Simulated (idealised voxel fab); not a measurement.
You're looking at the process module voxel wiring stack.
The width of the displayed cross-section, cut, is 285 nm; its cells are square, with a size of 5 nm.
Cross-section, as written here: a square-cell grid given band by band from the top down, where a band holds one or more rows of cells. In this notation a band is specified by the heights of its top and bottom, in that order and in nm, after which its materials appear from left to right, each paired with its width in nm. The word "everywhere" attached to a single material means that material fills the band from edge to edge; the word "empty" stands for empty space. For the purposes of this specification, 0 denotes the height below which the wafer in its as-received condition is composed wholly of one material, and the lowermost band, lacking a lower limit, extends downward without end, as expressed in "top 0, no bottom". Quick explanation for "30 to 40": the width changes in equal steps down the rows of cells, from the first number in the band's top row to the second number in its bottom row. The cross-section has no changed cell in any step marked "nothing changed". Closed empty spaces (no open way to the top) of 8 cells or more are what "Unvented cavities" lists, each as width x height at distance from the left edge, nm for all three. On each step's line, the part that comes after the settings is the simulator's own comment on the step. overlay nm: step with mask; distance mask lay right of planned place; negative value = left of planned place.

The planned process steps are enumerated hereunder:
1,op RECEIVE | material Si
2,op CONFORMAL_DEP | material SiO2 | thk nm 10
3,op CONFORMAL_DEP | material SiN | thk nm 5
4,op DIRECTIONAL_DEP | material lowk | thk nm 25
5,op MASKED_ETCH | tone open | mask id METAL_1 | width nm 25 | pitch nm 55 | etch materials lowk | depth nm 25 | overlay nm 0
6,op MASKED_ETCH | tone open | mask id METAL_1 | width nm 25 | pitch nm 55 | etch materials SiN | depth nm 5 | overlay nm 0
7,op CONFORMAL_DEP | material TiN | thk nm 5
8,op FILL_DEP | material Cu | thk nm 5
9,op CMP | height nm 40
10,op CONFORMAL_DEP | material SiCN | thk nm 5
11,op DIRECTIONAL_DEP | material SiO2 | thk nm 25
12,op DIRECTIONAL_DEP | material aC | thk nm 10
13,op PATTERN | tone open | mask id METAL_2_HOLES | material resist | width nm 15 | thk nm 30 | overlay nm 0
14,op DIRECTIONAL_ETCH | etch materials aC | depth nm 10
15,op STRIP | etch materials resist
16,op DIRECTIONAL_ETCH | etch materials SiO2 | depth nm 25
17,op STRIP | etch materials aC
18,op MASKED_ETCH | tone open | mask id METAL_2 | width nm 25 | pitch nm 55 | etch materials SiO2 | depth nm 15 | overlay nm 0
19,op MASKED_ETCH | tone open | mask id METAL_2 | width nm 25 | pitch nm 55 | etch materials SiCN | depth nm 5 | overlay nm 0
20,op CONFORMAL_DEP | material TiN | thk nm 5
21,op FILL_DEP | material Cu | thk nm 5
22,op CMP | height nm 70
23,op CONFORMAL_DEP | material SiCN | thk nm 5
24,op DIRECTIONAL_DEP | material SiO2 | thk nm 30
25,op MASKED_ETCH | tone open | mask id METAL_3 | width nm 25 | pitch nm 55 | etch materials SiO2 | depth nm 20 | overlay nm 0
26,op DIRECTIONAL_DEP | material aC | thk nm 10
27,op PATTERN | tone open | mask id METAL_3_HOLES | material resist | width nm 15 | pitch nm 55 | thk nm 25 | overlay nm -15
28,op DIRECTIONAL_ETCH | etch materials aC | depth nm 10
29,op STRIP | etch materials resist
30,op DIRECTIONAL_ETCH | etch materials SiO2 | depth nm 10
31,op DIRECTIONAL_ETCH | etch materials SiCN | depth nm 5
32,op STRIP | etch materials aC
33,op CONFORMAL_DEP | material TiN | thk nm 5
34,op FILL_DEP | material Cu | thk nm 5
35,op CMP | height nm 105
36,op CONFORMAL_DEP | material SiCN | thk nm 5
37,op DIRECTIONAL_DEP | material SiO2 | thk nm 25
38,op PATTERN | tone open | mask id METAL_4_HOLES | material resist | width nm 15 | pitch nm 55 | thk nm 20 | overlay nm 0
39,op DIRECTIONAL_ETCH | etch materials SiO2 | depth nm 25
40,op STRIP | etch materials resist
41,op PATTERN | tone open | mask id METAL_4 | material resist | width nm 25 | pitch nm 55 | thk nm 20 | overlay nm 0
42,op DIRECTIONAL_ETCH | etch materials SiO2 | depth nm 15
43,op DIRECTIONAL_ETCH | etch materials SiCN | depth nm 5
44,op STRIP | etch materials resist
45,op CONFORMAL_DEP | material TiN | thk nm 5
46,op FILL_DEP | material Cu | thk nm 10
47,op CMP | height nm 135
48,op CONFORMAL_DEP | material SiN | thk nm 5
Don't read the plan's overlay nm for step 27 as applying to every wafer: that's the first wafer's value, and the wafers differ in it, though they all start identical.

Step 1 complete: as-received cross-section of the first of several wafers:
  top 0, no bottom: Si everywhere
  Unvented cavities: none

Below: a row per wafer. Contents at end of module: for every material, cells gained since receipt (+) or lost since receipt (-); then closed voids:
overlay nm -15; +87 Cu; +162 SiCN; +104 SiN; +896 SiO2; +112 TiN; +235 lowk; Unvented cavities: none
overlay nm -10; +85 Cu; +160 SiCN; +104 SiN; +896 SiO2; +116 TiN; +235 lowk; Unvented cavities: none
overlay nm -5; +83 Cu; +158 SiCN; +104 SiN; +896 SiO2; +120 TiN; +235 lowk; Unvented cavities: none
overlay nm 0; +87 Cu; +156 SiCN; +104 SiN; +896 SiO2; +118 TiN; +235 lowk; Unvented cavities: none
overlay nm 5; +87 Cu; +156 SiCN; +104 SiN; +896 SiO2; +118 TiN; +235 lowk; Unvented cavities: none
overlay nm 10; +87 Cu; +156 SiCN; +104 SiN; +896 SiO2; +118 TiN; +235 lowk; Unvented cavities: none
overlay nm 15; +83 Cu; +158 SiCN; +104 SiN; +896 SiO2; +120 TiN; +235 lowk; Unvented cavities: none
